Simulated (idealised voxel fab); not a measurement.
Module name: voxel capacitor over wiring (process module)
Cross-sectional view cut (width: 155 nm; square cell size: 5 nm).
Heads up, the way a cross-section reads in here is a grid of square cells, handed over as bands from the top down, with every band being one or more rows of cells. The entry gives the band's vertical extent as a top height and a bottom height in nm, then its horizontal make-up as materials from left to right, each with a width in nm. "air" stands for empty space; a single material marked "edge to edge" fills the band edge to edge. Below 0: as-received wafer, all one material; heights counted from there. Lowest band: no bottom, goes on down, written "top 0, no bottom". You'd read "30 to 40" like this: the band's top row of cells is as wide as the first number, its bottom row is as wide as the second, and going down, every row changes width by the same amount as the row before did. Key: "no modification" - step with no changed cell in the cross-section. Any empty space of 8 cells or more lacking an open way to the top shows up in "Voids lacking openings" as width x height at distance, distance from the left edge, in nm. Anything after a step's settings on that line? It's the simulator's own note about the step. The "overlay nm" setting may appear on a step's line; for a step that uses a mask, it gives how far to the right of its planned position the mask lay, and a negative value indicates the left.
**Set out below are the planned steps of the process**
- 1: RECEIVE,material Si
- 2: CONFORMAL_DEP,material SiO2,thk nm 15
- 3: CONFORMAL_DEP,material SiCN,thk nm 5
- 4: DIRECTIONAL_DEP,material lowk,thk nm 25
- 5: DIRECTIONAL_DEP,material aC,thk nm 10
- 6: PATTERN,tone open,mask id METAL_1,material resist,width nm 20,pitch nm 85,thk nm 30,overlay nm 0
- 7: DIRECTIONAL_ETCH,etch materials aC,depth nm 10
- 8: STRIP,etch materials resist
- 9: DIRECTIONAL_ETCH,etch materials lowk,depth nm 25
- 10: DIRECTIONAL_ETCH,etch materials SiCN,depth nm 5
- 11: STRIP,etch materials aC
- 12: CONFORMAL_DEP,material TiN,thk nm 5
- 13: FILL_DEP,material Cu,thk nm 5
- 14: CMP,height nm 45
- 15: CONFORMAL_DEP,material SiCN,thk nm 5
- 16: DIRECTIONAL_DEP,material lowk,thk nm 15
- 17: DIRECTIONAL_DEP,material aC,thk nm 10
- 18: PATTERN,tone open,mask id PLUG_1,material resist,width nm 15,thk nm 25,overlay nm 0
- 19: DIRECTIONAL_ETCH,etch materials aC,depth nm 10
- 20: STRIP,etch materials resist
- 21: DIRECTIONAL_ETCH,etch materials lowk,depth nm 15
- 22: DIRECTIONAL_ETCH,etch materials SiCN,depth nm 5
- 23: STRIP,etch materials aC
- 24: EPI,material Ru,thk nm 10
- 25: EPI,material Ru,thk nm 10
- 26: DIRECTIONAL_DEP,material TiN,thk nm 5
- 27: DIRECTIONAL_DEP,material HfO2,thk nm 5
- 28: DIRECTIONAL_DEP,material TiN,thk nm 10
- 29: MASKED_ETCH,tone cover,mask id UPPER_PLATE,width nm 70,etch materials TiN,depth nm 10,overlay nm 0
- 30: MASKED_ETCH,tone cover,mask id UPPER_PLATE,width nm 70,etch materials HfO2,depth nm 5,overlay nm 0
- 31: PATTERN,tone cover,mask id LOWER_PLATE,material resist,width nm 80,thk nm 15,overlay nm 0
- 32: DIRECTIONAL_ETCH,etch materials TiN,depth nm 5
- 33: STRIP,etch materials resist
- 34: FILL_DEP,material SiO2,thk nm 15
- 35: CMP,height nm 95
- 36: DIRECTIONAL_DEP,material aC,thk nm 10
- 37: PATTERN,tone open,mask id PLUG_2,material resist,width nm 15,thk nm 30,overlay nm 0
- 38: DIRECTIONAL_ETCH,etch materials aC,depth nm 10
- 39: STRIP,etch materials resist
- 40: DIRECTIONAL_ETCH,etch materials SiO2,depth nm 10
- 41: STRIP,etch materials aC
- 42: CONFORMAL_DEP,material TiN,thk nm 5
- 43: FILL_DEP,material W,thk nm 10
- 44: CMP,height nm 95
- 45: CONFORMAL_DEP,material SiCN,thk nm 5
**Received-state cross-section, reflecting completion of step 1**
    top 0, no bottom  Si edge to edge
    Voids lacking openings: none
**End state of the module in cross-section, given the above starting point and plan and one mistake in execution**
    top 100, bottom 95  SiCN edge to edge
    top 95, bottom 85  40 SiO2 | 5 TiN | 5 W | 5 TiN | 100 SiO2
    top 85, bottom 80  30 SiO2 | 15 TiN | 5 W | 50 TiN | 55 SiO2
    top 80, bottom 75  30 SiO2 | 70 TiN | 55 SiO2
    top 75, bottom 70  30 SiO2 | 70 HfO2 | 55 SiO2
    top 70, bottom 65  25 SiO2 | 80 TiN | 50 SiO2
    top 65, bottom 50  30 lowk | 15 Ru | 110 lowk
    top 50, bottom 45  30 SiCN | 15 Ru | 110 SiCN
    top 45, bottom 20  25 lowk | 5 TiN | 10 Cu | 5 TiN | 65 lowk | 5 TiN | 10 Cu | 5 TiN | 25 lowk
    top 20, bottom 15  25 SiCN | 20 TiN | 65 SiCN | 20 TiN | 25 SiCN
    top 15, bottom 0  SiO2 edge to edge
    top 0, no bottom  Si edge to edge
    Voids lacking openings: none
Deviation noted in wafer processing: for step 41, the planned setting was not used; the step was instead run as STRIP,etch materials TiN
